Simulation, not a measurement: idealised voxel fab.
process module | voxel transistor to metal
cross-section cut | 150 nm wide | cells 5 nm
A cross-section is a grid of square cells, given in bands from the top down. A band is one or more rows of cells.
Each band's line starts with the height of the band's top and of its bottom, in nm. Then come its materials from left to right, each with its width in nm. One material with "throughout" fills the band from edge to edge. "air" is empty space.
Height 0 is the level under which the wafer as received is all one material. The lowest band goes on downwards, as in "0 down".
A width such as "30 to 40" changes by the same amount from each row of cells to the next, from the band's top row to its bottom row.
"no change" after a step means that no cell of the cross-section changed.
closed voids: empty space of 8 cells or more with no open way to the top, each as width x height at its distance from the left edge, in nm
after a step's settings: what the simulator itself notes on the step
overlay nm, on a step with a mask: how far to the right of its planned place the mask lay; to the left if negative
plan
1 op RECEIVE | material Si
2 op CONFORMAL_DEP | material SiO2 | thk nm 5
3 op CONFORMAL_DEP | material SiN | thk nm 10
4 op PATTERN | tone cover | mask id ACTIVE | material resist | width nm 95 | thk nm 15 | overlay nm 0
5 op DIRECTIONAL_ETCH | etch materials SiN | depth nm 10
6 op DIRECTIONAL_ETCH | etch materials SiO2 | depth nm 5
7 op DIRECTIONAL_ETCH | etch materials Si | depth nm 25
8 op STRIP | etch materials resist
9 op OXIDIZE | depth nm 5
10 op FILL_DEP | material SiO2 | thk nm 10
11 op CMP | height nm 15
12 op SELECTIVE_ETCH | etch materials SiO2 | depth nm 5
13 op STRIP | etch materials SiN
14 op SELECTIVE_ETCH | etch materials SiO2 | depth nm 5
15 op OXIDIZE | depth nm 5
16 op DIRECTIONAL_DEP | material polySi | thk nm 30
17 op DIRECTIONAL_DEP | material SiCN | thk nm 10
18 op MASKED_ETCH | tone cover | mask id GATE | width nm 15 | etch materials SiCN | depth nm 20 | overlay nm 0
19 op MASKED_ETCH | tone cover | mask id GATE | width nm 15 | etch materials polySi | depth nm 40 | overlay nm 0
20 op CONFORMAL_DEP | material SiN | thk nm 10
21 op DIRECTIONAL_ETCH | etch materials SiN | depth nm 10
22 op DIRECTIONAL_ETCH | etch materials SiO2 | depth nm 5
23 op DIRECTIONAL_ETCH | etch materials Si | depth nm 10
24 op EPI | material pSi | thk nm 10
25 op FILL_DEP | material SiO2 | thk nm 5
26 op CMP | height nm 40
27 op DIRECTIONAL_DEP | material SiO2 | thk nm 15
28 op MASKED_ETCH | tone open | mask id CONTACT | width nm 20 | pitch nm 65 | etch materials SiO2 | depth nm 60 | overlay nm 0
29 op CONFORMAL_DEP | material TiN | thk nm 5
30 op FILL_DEP | material Ru | thk nm 5
31 op CMP | height nm 55
32 op CONFORMAL_DEP | material SiCN | thk nm 5
33 op DIRECTIONAL_DEP | material SiO2 | thk nm 20
34 op PATTERN | tone open | mask id METAL_1 | material resist | width nm 20 | pitch nm 65 | thk nm 15 | overlay nm 0
35 op DIRECTIONAL_ETCH | etch materials SiO2 | depth nm 20
36 op DIRECTIONAL_ETCH | etch materials SiCN | depth nm 5
37 op STRIP | etch materials resist
38 op CONFORMAL_DEP | material TiN | thk nm 5
39 op FILL_DEP | material Cu | thk nm 5
40 op CMP | height nm 80
41 op CONFORMAL_DEP | material SiN | thk nm 5
as received, after step 1
  0 down: Si throughout
  closed voids: none
a wafer at the end: this start, this plan, one mistake
  85 to 80: SiN throughout
  80 to 60: SiO2 30 | TiN 5 | Cu 10 | TiN 5 | SiO2 45 | TiN 5 | Cu 10 | TiN 5 | SiO2 35
  60 to 55: SiCN 30 | TiN 20 | SiCN 45 | TiN 20 | SiCN 35
  55 to 40: Cu throughout
  40 to 30: SiO2 55 | SiN 10 | SiCN 15 | SiN 10 | SiO2 60
  30 to 5: SiO2 55 | SiN 10 | polySi 15 | SiN 10 | SiO2 60
  5 to 0: SiO2 20 | SiN 10 | SiO2 15 | pSi 10 | SiN 10 | polySi 15 | SiN 10 | pSi 10 | SiO2 15 | SiN 10 | SiO2 25
  0 to -5: SiO2 45 | pSi 10 | SiO2 35 | pSi 10 | SiO2 50
  -5 to -15: SiO2 30 | pSi 25 | Si 35 | pSi 25 | SiO2 35
  -15 to -30: SiO2 30 | Si 85 | SiO2 35
  -30 down: Si throughout
  closed voids: none
what went wrong: step 27 ran as: op DIRECTIONAL_DEP | material Cu | thk nm 15
